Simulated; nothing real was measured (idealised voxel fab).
Presented below is a process module, voxel transistor to metal.
We display cut, a cross-section 215 nm in width whose square cells are each 5 nm.
Think of the cross-section as a grid of square cells. We describe it in bands, top to bottom, and each band covers one or more rows of those cells.
It is stipulated that each band's entry specify, in nanometres, the height of the top of the band and then that of its bottom, followed by the materials of the band in left-to-right sequence, each together with its width in nanometres. A single material marked by the word "full width" is understood to fill the band from edge to edge; the word "empty" is understood to denote empty space.
Basically, 0 is our baseline, since under it the wafer straight out of the box is all one material. The bottom band has no lower end and keeps on going down, so it looks like "z 0 and below".
A width given as "30 to 40" starts at the first number in the band's top row and ends at the second number in its bottom row, shifting by an equal amount at every step from row to row.
It should be understood that the words "no alteration", when stated for a given step, signify that the cross-section underwent no change in any of its cells during that step.
Closed empty spaces (no open way to the top) of 8 cells or more are what "Sealed-off cavities" lists, each as width x height at distance from the left edge, nm for all three.
It should be noted that, on the line of a given step, the content following the step's settings is a remark produced by the simulator itself with respect to that step.
"overlay nm" denotes, for a step that has a mask, the displacement of the mask to the right of its planned place, with negative values corresponding to the left.
Heads up before you read on: it's before/after pairs around one process step each, after side only down to the lowest band that changed, step plus settings under the pair. Pairs can be from different runs of this module, same starting wafer, so only chain a pair onto the one above if its "Pre-step view" entry says so.

Pre-step view
* z 90 to 60 = resist: 60, then empty: 20, then resist: 50, then empty: 20, then resist: 65
* z 60 to 50 = aC full width
* z 50 to 35 = SiO2 full width
* z 35 to 25 = SiO2: 85, then SiN: 5, then SiO2: 5, then SiCN: 20, then SiO2: 5, then SiN: 5, then SiO2: 90
* z 25 to 10 = SiO2: 85, then SiN: 5, then SiO2: 5, then polySi: 20, then SiO2: 5, then SiN: 5, then SiO2: 90
* z 10 to 5 = SiO2: 70, then SiGe: 15, then SiN: 5, then SiO2: 5, then polySi: 20, then SiO2: 5, then SiN: 5, then SiGe: 15, then SiO2: 75
* z 5 to 0 = SiO2: 40, then SiN: 5, then SiO2: 25, then SiGe: 15, then SiN: 5, then SiO2: 5, then polySi: 20, then SiO2: 5, then SiN: 5, then SiGe: 15, then SiO2: 25, then SiN: 5, then SiO2: 45
* z 0 to -5 = SiO2: 40, then SiN: 10, then SiO2: 5, then SiGe: 30, then SiO2: 40, then SiGe: 30, then SiO2: 5, then SiN: 10, then SiO2: 45
* z -5 to -10 = SiO2: 40, then SiN: 10, then SiO2: 10, then SiGe: 25, then Si: 40, then SiGe: 25, then SiO2: 10, then SiN: 10, then SiO2: 45
* z -10 to -15 = SiO2: 60, then SiGe: 25, then Si: 40, then SiGe: 25, then SiO2: 65
* z -15 to -25 = SiO2: 55, then Si: 100, then SiO2: 60
* z -25 and below = Si full width
* Sealed-off cavities: none

Cross-Section Thereafter
* z 80 to 60 = resist: 60, then empty: 20, then resist: 50, then empty: 20, then resist: 65
* z 60 to 50 = aC: 60, then empty: 20, then aC: 50, then empty: 20, then aC: 65
* For the remainder of the cross-section, below 50, there is no change.
* Sealed-off cavities: none
Here is the step that sits between the two cross-sections above: DIRECTIONAL_ETCH | etch materials aC | depth nm 10

Pre-step view: after-step cross-section of the pair just above applies.

Cross-Section Thereafter
* z 60 to 50 = aC: 60, then empty: 20, then aC: 50, then empty: 20, then aC: 65
* For the remainder of the cross-section, below 50, there is no change.
* Sealed-off cavities: none
Here is the step that sits between the two cross-sections above: STRIP | etch materials resist

Pre-step view: after-step cross-section of the pair just above applies.

Cross-Section Thereafter
* z 60 to 50 = aC: 60, then empty: 20, then aC: 50, then empty: 20, then aC: 65
* z 50 to 35 = SiO2: 60, then empty: 20, then SiO2: 50, then empty: 20, then SiO2: 65
* z 35 to 25 = SiO2: 60, then empty: 20, then SiO2: 5, then SiN: 5, then SiO2: 5, then SiCN: 20, then SiO2: 5, then SiN: 5, then SiO2: 5, then empty: 20, then SiO2: 65
* z 25 to 10 = SiO2: 60, then empty: 20, then SiO2: 5, then SiN: 5, then SiO2: 5, then polySi: 20, then SiO2: 5, then SiN: 5, then SiO2: 5, then empty: 20, then SiO2: 65
* z 10 to 5 = SiO2: 60, then empty: 10, then SiGe: 15, then SiN: 5, then SiO2: 5, then polySi: 20, then SiO2: 5, then SiN: 5, then SiGe: 15, then empty: 10, then SiO2: 65
* z 5 to 0 = SiO2: 40, then SiN: 5, then SiO2: 15, then empty: 10, then SiGe: 15, then SiN: 5, then SiO2: 5, then polySi: 20, then SiO2: 5, then SiN: 5, then SiGe: 15, then empty: 10, then SiO2: 15, then SiN: 5, then SiO2: 45
* For the remainder of the cross-section, below 0, there is no change.
* Sealed-off cavities: none
Here is the step that sits between the two cross-sections above: DIRECTIONAL_ETCH | etch materials SiO2 | depth nm 50

Pre-step view: after-step cross-section of the pair just above applies.

Cross-Section Thereafter
* z 50 to 35 = SiO2: 60, then empty: 20, then SiO2: 50, then empty: 20, then SiO2: 65
* For the remainder of the cross-section, below 35, there is no change.
* Sealed-off cavities: none
Here is the step that sits between the two cross-sections above: STRIP | etch materials aC

Pre-step view: after-step cross-section of the pair just above applies.

Cross-Section Thereafter
* z 55 to 50 = TiN: 65, then empty: 10, then TiN: 60, then empty: 10, then TiN: 70
* z 50 to 35 = SiO2: 60, then TiN: 5, then empty: 10, then TiN: 5, then SiO2: 50, then TiN: 5, then empty: 10, then TiN: 5, then SiO2: 65
* z 35 to 25 = SiO2: 60, then TiN: 5, then empty: 10, then TiN: 5, then SiO2: 5, then SiN: 5, then SiO2: 5, then SiCN: 20, then SiO2: 5, then SiN: 5, then SiO2: 5, then TiN: 5, then empty: 10, then TiN: 5, then SiO2: 65
* z 25 to 15 = SiO2: 60, then TiN: 5, then empty: 10, then TiN: 5, then SiO2: 5, then SiN: 5, then SiO2: 5, then polySi: 20, then SiO2: 5, then SiN: 5, then SiO2: 5, then TiN: 5, then empty: 10, then TiN: 5, then SiO2: 65
* z 15 to 10 = SiO2: 60, then TiN: 20, then SiO2: 5, then SiN: 5, then SiO2: 5, then polySi: 20, then SiO2: 5, then SiN: 5, then SiO2: 5, then TiN: 20, then SiO2: 65
* z 10 to 5 = SiO2: 60, then TiN: 10, then SiGe: 15, then SiN: 5, then SiO2: 5, then polySi: 20, then SiO2: 5, then SiN: 5, then SiGe: 15, then TiN: 10, then SiO2: 65
* z 5 to 0 = SiO2: 40, then SiN: 5, then SiO2: 15, then TiN: 10, then SiGe: 15, then SiN: 5, then SiO2: 5, then polySi: 20, then SiO2: 5, then SiN: 5, then SiGe: 15, then TiN: 10, then SiO2: 15, then SiN: 5, then SiO2: 45
* For the remainder of the cross-section, below 0, there is no change.
* Sealed-off cavities: none
Here is the step that sits between the two cross-sections above: CONFORMAL_DEP | material TiN | thk nm 5

Pre-step view: after-step cross-section of the pair just above applies.

Cross-Section Thereafter
* z 65 to 55 = W full width
* z 55 to 50 = TiN: 65, then W: 10, then TiN: 60, then W: 10, then TiN: 70
* z 50 to 35 = SiO2: 60, then TiN: 5, then W: 10, then TiN: 5, then SiO2: 50, then TiN: 5, then W: 10, then TiN: 5, then SiO2: 65
* z 35 to 25 = SiO2: 60, then TiN: 5, then W: 10, then TiN: 5, then SiO2: 5, then SiN: 5, then SiO2: 5, then SiCN: 20, then SiO2: 5, then SiN: 5, then SiO2: 5, then TiN: 5, then W: 10, then TiN: 5, then SiO2: 65
* z 25 to 15 = SiO2: 60, then TiN: 5, then W: 10, then TiN: 5, then SiO2: 5, then SiN: 5, then SiO2: 5, then polySi: 20, then SiO2: 5, then SiN: 5, then SiO2: 5, then TiN: 5, then W: 10, then TiN: 5, then SiO2: 65
* For the remainder of the cross-section, below 15, there is no change.
* Sealed-off cavities: none
Here is the step that sits between the two cross-sections above: FILL_DEP | material W | thk nm 10

Pre-step view: after-step cross-section of the pair just above applies.

Cross-Section Thereafter
* z 50 to 35 = SiO2: 60, then TiN: 5, then W: 10, then TiN: 5, then SiO2: 50, then TiN: 5, then W: 10, then TiN: 5, then SiO2: 65
* For the remainder of the cross-section, below 35, there is no change.
* Sealed-off cavities: none
Here is the step that sits between the two cross-sections above: CMP | height nm 50

Pre-step view: after-step cross-section of the pair just above applies.

Cross-Section Thereafter
* z 55 to 50 = TiN full width
* For the remainder of the cross-section, below 50, there is no change.
* Sealed-off cavities: none
Here is the step that sits between the two cross-sections above: DIRECTIONAL_DEP | material TiN | thk nm 5

Pre-step view: after-step cross-section of the pair just above applies.

Cross-Section Thereafter
* z 80 to 55 = Ru full width
* For the remainder of the cross-section, below 55, there is no change.
* Sealed-off cavities: none
Here is the step that sits between the two cross-sections above: DIRECTIONAL_DEP | material Ru | thk nm 25

Pre-step view: after-step cross-section of the pair just above applies.

Cross-Section Thereafter
* z 95 to 80 = aC full width
* For the remainder of the cross-section, below 80, there is no change.
* Sealed-off cavities: none
Here is the step that sits between the two cross-sections above: DIRECTIONAL_DEP | material aC | thk nm 15

Pre-step view: after-step cross-section of the pair just above applies.

Cross-Section Thereafter
* z 130 to 95 = empty: 60, then resist: 20, then empty: 50, then resist: 20, then empty: 65
* For the remainder of the cross-section, below 95, there is no change.
* Sealed-off cavities: none
Here is the step that sits between the two cross-sections above: PATTERN | tone cover | mask id METAL_1 | material resist | width nm 20 | pitch nm 70 | thk nm 35 | overlay nm 0

Pre-step view: after-step cross-section of the pair just above applies.

Cross-Section Thereafter
* z 115 to 95 = empty: 60, then resist: 20, then empty: 50, then resist: 20, then empty: 65
* z 95 to 80 = empty: 60, then aC: 20, then empty: 50, then aC: 20, then empty: 65
* For the remainder of the cross-section, below 80, there is no change.
* Sealed-off cavities: none
Here is the step that sits between the two cross-sections above: DIRECTIONAL_ETCH | etch materials aC | depth nm 15

Pre-step view: after-step cross-section of the pair just above applies.

Cross-Section Thereafter
* z 95 to 80 = empty: 60, then aC: 20, then empty: 50, then aC: 20, then empty: 65
* For the remainder of the cross-section, below 80, there is no change.
* Sealed-off cavities: none
Here is the step that sits between the two cross-sections above: STRIP | etch materials resist

Pre-step view: after-step cross-section of the pair just above applies.

Cross-Section Thereafter
* z 95 to 80 = empty: 60, then aC: 20, then empty: 50, then aC: 20, then empty: 65
* z 80 to 55 = empty: 60, then Ru: 20, then empty: 50, then Ru: 20, then empty: 65
* For the remainder of the cross-section, below 55, there is no change.
* Sealed-off cavities: none
Here is the step that sits between the two cross-sections above: DIRECTIONAL_ETCH | etch materials Ru | depth nm 25

Pre-step view: after-step cross-section of the pair just above applies.

Cross-Section Thereafter
* z 95 to 80 = empty: 60, then aC: 20, then empty: 50, then aC: 20, then empty: 65
* z 80 to 55 = empty: 60, then Ru: 20, then empty: 50, then Ru: 20, then empty: 65
* z 55 to 50 = empty: 60, then TiN: 20, then empty: 50, then TiN: 20, then empty: 65
* For the remainder of the cross-section, below 50, there is no change.
* Sealed-off cavities: none
Here is the step that sits between the two cross-sections above: DIRECTIONAL_ETCH | etch materials TiN | depth nm 5

Pre-step view: after-step cross-section of the pair just above applies.

Cross-Section Thereafter
* z 80 to 55 = empty: 60, then Ru: 20, then empty: 50, then Ru: 20, then empty: 65
* For the remainder of the cross-section, below 55, there is no change.
* Sealed-off cavities: none
Here is the step that sits between the two cross-sections above: STRIP | etch materials aC

Pre-step view: after-step cross-section of the pair just above applies.

Cross-Section Thereafter
* z 90 to 80 = lowk full width
* z 80 to 55 = lowk: 60, then Ru: 20, then lowk: 50, then Ru: 20, then lowk: 65
* z 55 to 50 = lowk: 60, then TiN: 20, then lowk: 50, then TiN: 20, then lowk: 65
* For the remainder of the cross-section, below 50, there is no change.
* Sealed-off cavities: none
Here is the step that sits between the two cross-sections above: FILL_DEP | material lowk | thk nm 10

Pre-step view: after-step cross-section of the pair just above applies.

Cross-Section Thereafter
* z 80 to 55 = lowk: 60, then Ru: 20, then lowk: 50, then Ru: 20, then lowk: 65
* For the remainder of the cross-section, below 55, there is no change.
* Sealed-off cavities: none
Here is the step that sits between the two cross-sections above: CMP | height nm 80

Pre-step view: after-step cross-section of the pair just above applies.

Cross-Section Thereafter
* z 85 to 80 = SiCN full width
* For the remainder of the cross-section, below 80, there is no change.
* Sealed-off cavities: none
Here is the step that sits between the two cross-sections above: CONFORMAL_DEP | material SiCN | thk nm 5

Pre-step view
* z 35 to 25 = empty: 95, then SiCN: 20, then empty: 100
* z 25 to 5 = empty: 95, then polySi: 20, then empty: 100
* z 5 to 0 = SiO2: 45, then empty: 50, then polySi: 20, then empty: 50, then SiO2: 50
* z 0 to -5 = SiO2 full width
* z -5 to -25 = SiO2: 55, then Si: 100, then SiO2: 60
* z -25 and below = Si full width
* Sealed-off cavities: none

Cross-Section Thereafter
* z 50 to 35 = empty: 80, then SiO2: 50, then empty: 85
* z 35 to 25 = empty: 80, then SiO2: 15, then SiCN: 20, then SiO2: 15, then empty: 85
* z 25 to 20 = empty: 80, then SiO2: 15, then polySi: 20, then SiO2: 15, then empty: 85
* z 20 to 15 = SiO2: 60, then empty: 20, then SiO2: 15, then polySi: 20, then SiO2: 15, then empty: 20, then SiO2: 65
* z 15 to 0 = SiO2: 95, then polySi: 20, then SiO2: 100
* For the remainder of the cross-section, below 0, there is no change.
* Sealed-off cavities: none
Here is the step that sits between the two cross-sections above: CONFORMAL_DEP | material SiO2 | thk nm 15

Pre-step view: after-step cross-section of the pair just above applies.

Cross-Section Thereafter
* z 45 to 35 = empty: 80, then SiO2: 50, then empty: 85
* z 35 to 25 = empty: 80, then SiO2: 15, then SiCN: 20, then SiO2: 15, then empty: 85
* z 25 to 15 = empty: 80, then SiO2: 15, then polySi: 20, then SiO2: 15, then empty: 85
* z 15 to 10 = SiO2: 60, then empty: 20, then SiO2: 15, then polySi: 20, then SiO2: 15, then empty: 20, then SiO2: 65
* For the remainder of the cross-section, below 10, there is no change.
* Sealed-off cavities: none
Here is the step that sits between the two cross-sections above: DIRECTIONAL_ETCH | etch materials SiO2 | depth nm 5

Pre-step view: after-step cross-section of the pair just above applies.

Cross-Section Thereafter
* z 50 to 45 = empty: 75, then SiN: 60, then empty: 80
* z 45 to 35 = empty: 75, then SiN: 5, then SiO2: 50, then SiN: 5, then empty: 80
* z 35 to 25 = empty: 75, then SiN: 5, then SiO2: 15, then SiCN: 20, then SiO2: 15, then SiN: 5, then empty: 80
* z 25 to 20 = empty: 75, then SiN: 5, then SiO2: 15, then polySi: 20, then SiO2: 15, then SiN: 5, then empty: 80
* z 20 to 15 = SiN: 65, then empty: 10, then SiN: 5, then SiO2: 15, then polySi: 20, then SiO2: 15, then SiN: 5, then empty: 10, then SiN: 70
* z 15 to 10 = SiO2: 60, then SiN: 20, then SiO2: 15, then polySi: 20, then SiO2: 15, then SiN: 20, then SiO2: 65
* For the remainder of the cross-section, below 10, there is no change.
* Sealed-off cavities: none
Here is the step that sits between the two cross-sections above: CONFORMAL_DEP | material SiN | thk nm 5

Pre-step view: after-step cross-section of the pair just above applies.

Cross-Section Thereafter
* z 45 to 35 = empty: 75, then SiN: 5, then SiO2: 50, then SiN: 5, then empty: 80
* z 35 to 25 = empty: 75, then SiN: 5, then SiO2: 15, then SiCN: 20, then SiO2: 15, then SiN: 5, then empty: 80
* z 25 to 15 = empty: 75, then SiN: 5, then SiO2: 15, then polySi: 20, then SiO2: 15, then SiN: 5, then empty: 80
* z 15 to 10 = SiO2: 60, then SiN: 5, then empty: 10, then SiN: 5, then SiO2: 15, then polySi: 20, then SiO2: 15, then SiN: 5, then empty: 10, then SiN: 5, then SiO2: 65
* For the remainder of the cross-section, below 10, there is no change.
* Sealed-off cavities: none
Here is the step that sits between the two cross-sections above: DIRECTIONAL_ETCH | etch materials SiN | depth nm 5

Pre-step view: after-step cross-section of the pair just above applies.

Cross-Section Thereafter
* z 45 to 40 = empty: 75, then SiN: 5, then empty: 50, then SiN: 5, then empty: 80
* z 40 to 35 = empty: 75, then SiN: 5, then SiO2: 50, then SiN: 5, then empty: 80
* z 35 to 25 = empty: 75, then SiN: 5, then SiO2: 15, then SiCN: 20, then SiO2: 15, then SiN: 5, then empty: 80
* z 25 to 15 = empty: 75, then SiN: 5, then SiO2: 15, then polySi: 20, then SiO2: 15, then SiN: 5, then empty: 80
* z 15 to 10 = empty: 60, then SiN: 5, then empty: 10, then SiN: 5, then SiO2: 15, then polySi: 20, then SiO2: 15, then SiN: 5, then empty: 10, then SiN: 5, then empty: 65
* z 10 to 5 = SiO2: 65, then empty: 10, then SiO2: 20, then polySi: 20, then SiO2: 20, then empty: 10, then SiO2: 70
* For the remainder of the cross-section, below 5, there is no change.
* Sealed-off cavities: none
Here is the step that sits between the two cross-sections above: DIRECTIONAL_ETCH | etch materials SiO2 | depth nm 5

Pre-step view: after-step cross-section of the pair just above applies.

Cross-Section Thereafter
* z 50 to 45 = SiO2 full width
* z 45 to 35 = SiO2: 75, then SiN: 5, then SiO2: 50, then SiN: 5, then SiO2: 80
* z 35 to 25 = SiO2: 75, then SiN: 5, then SiO2: 15, then SiCN: 20, then SiO2: 15, then SiN: 5, then SiO2: 80
* z 25 to 15 = SiO2: 75, then SiN: 5, then SiO2: 15, then polySi: 20, then SiO2: 15, then SiN: 5, then SiO2: 80
* z 15 to 10 = SiO2: 60, then SiN: 5, then SiO2: 10, then SiN: 5, then SiO2: 15, then polySi: 20, then SiO2: 15, then SiN: 5, then SiO2: 10, then SiN: 5, then SiO2: 65
* z 10 to 0 = SiO2: 95, then polySi: 20, then SiO2: 100
* For the remainder of the cross-section, below 0, there is no change.
* Sealed-off cavities: none
Here is the step that sits between the two cross-sections above: FILL_DEP | material SiO2 | thk nm 5

Pre-step view: after-step cross-section of the pair just above applies.

Cross-Section Thereafter
* z 35 to 25 = SiO2: 75, then SiN: 5, then SiO2: 15, then SiCN: 20, then SiO2: 15, then SiN: 5, then SiO2: 80
* For the remainder of the cross-section, below 25, there is no change.
* Sealed-off cavities: none
Here is the step that sits between the two cross-sections above: CMP | height nm 35

Pre-step view: after-step cross-section of the pair just above applies.

Cross-Section Thereafter
* z 50 to 35 = SiO2 full width
* For the remainder of the cross-section, below 35, there is no change.
* Sealed-off cavities: none
Here is the step that sits between the two cross-sections above: DIRECTIONAL_DEP | material SiO2 | thk nm 15

Pre-step view: after-step cross-section of the pair just above applies.

Cross-Section Thereafter
* z 60 to 50 = aC full width
* For the remainder of the cross-section, below 50, there is no change.
* Sealed-off cavities: none
Here is the step that sits between the two cross-sections above: DIRECTIONAL_DEP | material aC | thk nm 10

Pre-step view: after-step cross-section of the pair just above applies.

Cross-Section Thereafter
* z 90 to 60 = resist: 60, then empty: 20, then resist: 50, then empty: 20, then resist: 65
* For the remainder of the cross-section, below 60, there is no change.
* Sealed-off cavities: none
Here is the step that sits between the two cross-sections above: PATTERN | tone open | mask id CONTACT | material resist | width nm 20 | pitch nm 70 | thk nm 30 | overlay nm 0

Pre-step view: after-step cross-section of the pair just above applies.

Cross-Section Thereafter
* z 80 to 60 = resist: 60, then empty: 20, then resist: 50, then empty: 20, then resist: 65
* z 60 to 50 = aC: 60, then empty: 20, then aC: 50, then empty: 20, then aC: 65
* For the remainder of the cross-section, below 50, there is no change.
* Sealed-off cavities: none
Here is the step that sits between the two cross-sections above: DIRECTIONAL_ETCH | etch materials aC | depth nm 10

Pre-step view: after-step cross-section of the pair just above applies.

Cross-Section Thereafter
* z 60 to 50 = aC: 60, then empty: 20, then aC: 50, then empty: 20, then aC: 65
* For the remainder of the cross-section, below 50, there is no change.
* Sealed-off cavities: none
Here is the step that sits between the two cross-sections above: STRIP | etch materials resist

Pre-step view: after-step cross-section of the pair just above applies.

Cross-Section Thereafter
* z 60 to 50 = aC: 60, then empty: 20, then aC: 50, then empty: 20, then aC: 65
* z 50 to 35 = SiO2: 60, then empty: 20, then SiO2: 50, then empty: 20, then SiO2: 65
* z 35 to 25 = SiO2: 60, then empty: 15, then SiN: 5, then SiO2: 15, then SiCN: 20, then SiO2: 15, then SiN: 5, then empty: 15, then SiO2: 65
* z 25 to 15 = SiO2: 60, then empty: 15, then SiN: 5, then SiO2: 15, then polySi: 20, then SiO2: 15, then SiN: 5, then empty: 15, then SiO2: 65
* z 15 to 10 = SiO2: 60, then SiN: 5, then empty: 10, then SiN: 5, then SiO2: 15, then polySi: 20, then SiO2: 15, then SiN: 5, then empty: 10, then SiN: 5, then SiO2: 65
* z 10 to 0 = SiO2: 65, then empty: 10, then SiO2: 20, then polySi: 20, then SiO2: 20, then empty: 10, then SiO2: 70
* For the remainder of the cross-section, below 0, there is no change.
* Sealed-off cavities: none
Here is the step that sits between the two cross-sections above: DIRECTIONAL_ETCH | etch materials SiO2 | depth nm 50

Pre-step view: after-step cross-section of the pair just above applies.

Cross-Section Thereafter
* z 50 to 35 = SiO2: 60, then empty: 20, then SiO2: 50, then empty: 20, then SiO2: 65
* For the remainder of the cross-section, below 35, there is no change.
* Sealed-off cavities: none
Here is the step that sits between the two cross-sections above: STRIP | etch materials aC

Pre-step view: after-step cross-section of the pair just above applies.

Cross-Section Thereafter
* z 55 to 50 = TiN: 65, then empty: 10, then TiN: 60, then empty: 10, then TiN: 70
* z 50 to 40 = SiO2: 60, then TiN: 5, then empty: 10, then TiN: 5, then SiO2: 50, then TiN: 5, then empty: 10, then TiN: 5, then SiO2: 65
* z 40 to 35 = SiO2: 60, then TiN: 5, then empty: 5, then TiN: 10, then SiO2: 50, then TiN: 10, then empty: 5, then TiN: 5, then SiO2: 65
* z 35 to 25 = SiO2: 60, then TiN: 5, then empty: 5, then TiN: 5, then SiN: 5, then SiO2: 15, then SiCN: 20, then SiO2: 15, then SiN: 5, then TiN: 5, then empty: 5, then TiN: 5, then SiO2: 65
* z 25 to 20 = SiO2: 60, then TiN: 5, then empty: 5, then TiN: 5, then SiN: 5, then SiO2: 15, then polySi: 20, then SiO2: 15, then SiN: 5, then TiN: 5, then empty: 5, then TiN: 5, then SiO2: 65
* z 20 to 15 = SiO2: 60, then TiN: 15, then SiN: 5, then SiO2: 15, then polySi: 20, then SiO2: 15, then SiN: 5, then TiN: 15, then SiO2: 65
* z 15 to 10 = SiO2: 60, then SiN: 5, then TiN: 10, then SiN: 5, then SiO2: 15, then polySi: 20, then SiO2: 15, then SiN: 5, then TiN: 10, then SiN: 5, then SiO2: 65
* z 10 to 0 = SiO2: 65, then TiN: 10, then SiO2: 20, then polySi: 20, then SiO2: 20, then TiN: 10, then SiO2: 70
* For the remainder of the cross-section, below 0, there is no change.
* Sealed-off cavities: none
Here is the step that sits between the two cross-sections above: CONFORMAL_DEP | material TiN | thk nm 5

Pre-step view: after-step cross-section of the pair just above applies.

Cross-Section Thereafter
* z 65 to 55 = W full width
* z 55 to 50 = TiN: 65, then W: 10, then TiN: 60, then W: 10, then TiN: 70
* z 50 to 40 = SiO2: 60, then TiN: 5, then W: 10, then TiN: 5, then SiO2: 50, then TiN: 5, then W: 10, then TiN: 5, then SiO2: 65
* z 40 to 35 = SiO2: 60, then TiN: 5, then W: 5, then TiN: 10, then SiO2: 50, then TiN: 10, then W: 5, then TiN: 5, then SiO2: 65
* z 35 to 25 = SiO2: 60, then TiN: 5, then W: 5, then TiN: 5, then SiN: 5, then SiO2: 15, then SiCN: 20, then SiO2: 15, then SiN: 5, then TiN: 5, then W: 5, then TiN: 5, then SiO2: 65
* z 25 to 20 = SiO2: 60, then TiN: 5, then W: 5, then TiN: 5, then SiN: 5, then SiO2: 15, then polySi: 20, then SiO2: 15, then SiN: 5, then TiN: 5, then W: 5, then TiN: 5, then SiO2: 65
* For the remainder of the cross-section, below 20, there is no change.
* Sealed-off cavities: none
Here is the step that sits between the two cross-sections above: FILL_DEP | material W | thk nm 10

Pre-step view: after-step cross-section of the pair just above applies.

Cross-Section Thereafter
* z 50 to 40 = SiO2: 60, then TiN: 5, then W: 10, then TiN: 5, then SiO2: 50, then TiN: 5, then W: 10, then TiN: 5, then SiO2: 65
* For the remainder of the cross-section, below 40, there is no change.
* Sealed-off cavities: none
Here is the step that sits between the two cross-sections above: CMP | height nm 50

Pre-step view: after-step cross-section of the pair just above applies.

Cross-Section Thereafter
* z 55 to 50 = TiN full width
* For the remainder of the cross-section, below 50, there is no change.
* Sealed-off cavities: none
Here is the step that sits between the two cross-sections above: DIRECTIONAL_DEP | material TiN | thk nm 5

Pre-step view: after-step cross-section of the pair just above applies.

Cross-Section Thereafter
* z 80 to 55 = Ru full width
* For the remainder of the cross-section, below 55, there is no change.
* Sealed-off cavities: none
Here is the step that sits between the two cross-sections above: DIRECTIONAL_DEP | material Ru | thk nm 25

Pre-step view: after-step cross-section of the pair just above applies.

Cross-Section Thereafter
* z 95 to 80 = aC full width
* For the remainder of the cross-section, below 80, there is no change.
* Sealed-off cavities: none
Here is the step that sits between the two cross-sections above: DIRECTIONAL_DEP | material aC | thk nm 15

Pre-step view: after-step cross-section of the pair just above applies.

Cross-Section Thereafter
* z 130 to 95 = empty: 60, then resist: 20, then empty: 50, then resist: 20, then empty: 65
* For the remainder of the cross-section, below 95, there is no change.
* Sealed-off cavities: none
Here is the step that sits between the two cross-sections above: PATTERN | tone cover | mask id METAL_1 | material resist | width nm 20 | pitch nm 70 | thk nm 35 | overlay nm 0

Pre-step view: after-step cross-section of the pair just above applies.

Cross-Section Thereafter
* z 115 to 95 = empty: 60, then resist: 20, then empty: 50, then resist: 20, then empty: 65
* z 95 to 80 = empty: 60, then aC: 20, then empty: 50, then aC: 20, then empty: 65
* For the remainder of the cross-section, below 80, there is no change.
* Sealed-off cavities: none
Here is the step that sits between the two cross-sections above: DIRECTIONAL_ETCH | etch materials aC | depth nm 15

Pre-step view: after-step cross-section of the pair just above applies.

Cross-Section Thereafter
* z 95 to 80 = empty: 60, then aC: 20, then empty: 50, then aC: 20, then empty: 65
* For the remainder of the cross-section, below 80, there is no change.
* Sealed-off cavities: none
Here is the step that sits between the two cross-sections above: STRIP | etch materials resist

Pre-step view: after-step cross-section of the pair just above applies.

Cross-Section Thereafter
* z 95 to 80 = empty: 60, then aC: 20, then empty: 50, then aC: 20, then empty: 65
* z 80 to 55 = empty: 60, then Ru: 20, then empty: 50, then Ru: 20, then empty: 65
* For the remainder of the cross-section, below 55, there is no change.
* Sealed-off cavities: none
Here is the step that sits between the two cross-sections above: DIRECTIONAL_ETCH | etch materials Ru | depth nm 25

Pre-step view: after-step cross-section of the pair just above applies.

Cross-Section Thereafter
* z 95 to 80 = empty: 60, then aC: 20, then empty: 50, then aC: 20, then empty: 65
* z 80 to 55 = empty: 60, then Ru: 20, then empty: 50, then Ru: 20, then empty: 65
* z 55 to 50 = empty: 60, then TiN: 20, then empty: 50, then TiN: 20, then empty: 65
* For the remainder of the cross-section, below 50, there is no change.
* Sealed-off cavities: none
Here is the step that sits between the two cross-sections above: DIRECTIONAL_ETCH | etch materials TiN | depth nm 5

Pre-step view: after-step cross-section of the pair just above applies.

Cross-Section Thereafter
* z 80 to 55 = empty: 60, then Ru: 20, then empty: 50, then Ru: 20, then empty: 65
* For the remainder of the cross-section, below 55, there is no change.
* Sealed-off cavities: none
Here is the step that sits between the two cross-sections above: STRIP | etch materials aC

Pre-step view: after-step cross-section of the pair just above applies.

Cross-Section Thereafter
* z 90 to 80 = lowk full width
* z 80 to 55 = lowk: 60, then Ru: 20, then lowk: 50, then Ru: 20, then lowk: 65
* z 55 to 50 = lowk: 60, then TiN: 20, then lowk: 50, then TiN: 20, then lowk: 65
* For the remainder of the cross-section, below 50, there is no change.
* Sealed-off cavities: none
Here is the step that sits between the two cross-sections above: FILL_DEP | material lowk | thk nm 10

Pre-step view: after-step cross-section of the pair just above applies.

Cross-Section Thereafter
* z 80 to 55 = lowk: 60, then Ru: 20, then lowk: 50, then Ru: 20, then lowk: 65
* For the remainder of the cross-section, below 55, there is no change.
* Sealed-off cavities: none
Here is the step that sits between the two cross-sections above: CMP | height nm 80

Pre-step view: after-step cross-section of the pair just above applies.

Cross-Section Thereafter
* z 85 to 80 = SiCN full width
* For the remainder of the cross-section, below 80, there is no change.
* Sealed-off cavities: none
Here is the step that sits between the two cross-sections above: CONFORMAL_DEP | material SiCN | thk nm 5

Pre-step view
* z 95 to 80 = aC full width
* z 80 to 55 = Ru full width
* z 55 to 50 = TiN full width
* z 50 to 35 = SiO2: 60, then TiN: 5, then W: 10, then TiN: 5, then SiO2: 50, then TiN: 5, then W: 10, then TiN: 5, then SiO2: 65
* z 35 to 25 = SiO2: 60, then TiN: 5, then W: 10, then TiN: 5, then SiO2: 5, then SiN: 5, then SiO2: 5, then SiCN: 20, then SiO2: 5, then SiN: 5, then SiO2: 5, then TiN: 5, then W: 10, then TiN: 5, then SiO2: 65
* z 25 to 15 = SiO2: 60, then TiN: 5, then W: 10, then TiN: 5, then SiO2: 5, then SiN: 5, then SiO2: 5, then polySi: 20, then SiO2: 5, then SiN: 5, then SiO2: 5, then TiN: 5, then W: 10, then TiN: 5, then SiO2: 65
* z 15 to 10 = SiO2: 60, then TiN: 20, then SiO2: 5, then SiN: 5, then SiO2: 5, then polySi: 20, then SiO2: 5, then SiN: 5, then SiO2: 5, then TiN: 20, then SiO2: 65
* z 10 to 5 = SiO2: 60, then TiN: 10, then SiGe: 15, then SiN: 5, then SiO2: 5, then polySi: 20, then SiO2: 5, then SiN: 5, then SiGe: 15, then TiN: 10, then SiO2: 65
* z 5 to 0 = SiO2: 50, then SiN: 5, then SiO2: 5, then TiN: 10, then SiGe: 15, then SiN: 5, then SiO2: 5, then polySi: 20, then SiO2: 5, then SiN: 5, then SiGe: 15, then TiN: 10, then SiO2: 5, then SiN: 5, then SiO2: 55
* z 0 to -5 = SiO2: 55, then SiGe: 30, then SiO2: 40, then SiGe: 30, then SiO2: 60
* z -5 to -15 = SiO2: 55, then SiGe: 30, then Si: 40, then SiGe: 30, then SiO2: 60
* z -15 to -25 = SiO2: 55, then Si: 100, then SiO2: 60
* z -25 and below = Si full width
* Sealed-off cavities: none

Cross-Section Thereafter
* z 130 to 95 = empty: 65, then resist: 15, then empty: 55, then resist: 15, then empty: 65
* For the remainder of the cross-section, below 95, there is no change.
* Sealed-off cavities: none
Here is the step that sits between the two cross-sections above: PATTERN | tone cover | mask id METAL_1 | material resist | width nm 15 | pitch nm 70 | thk nm 35 | overlay nm 0
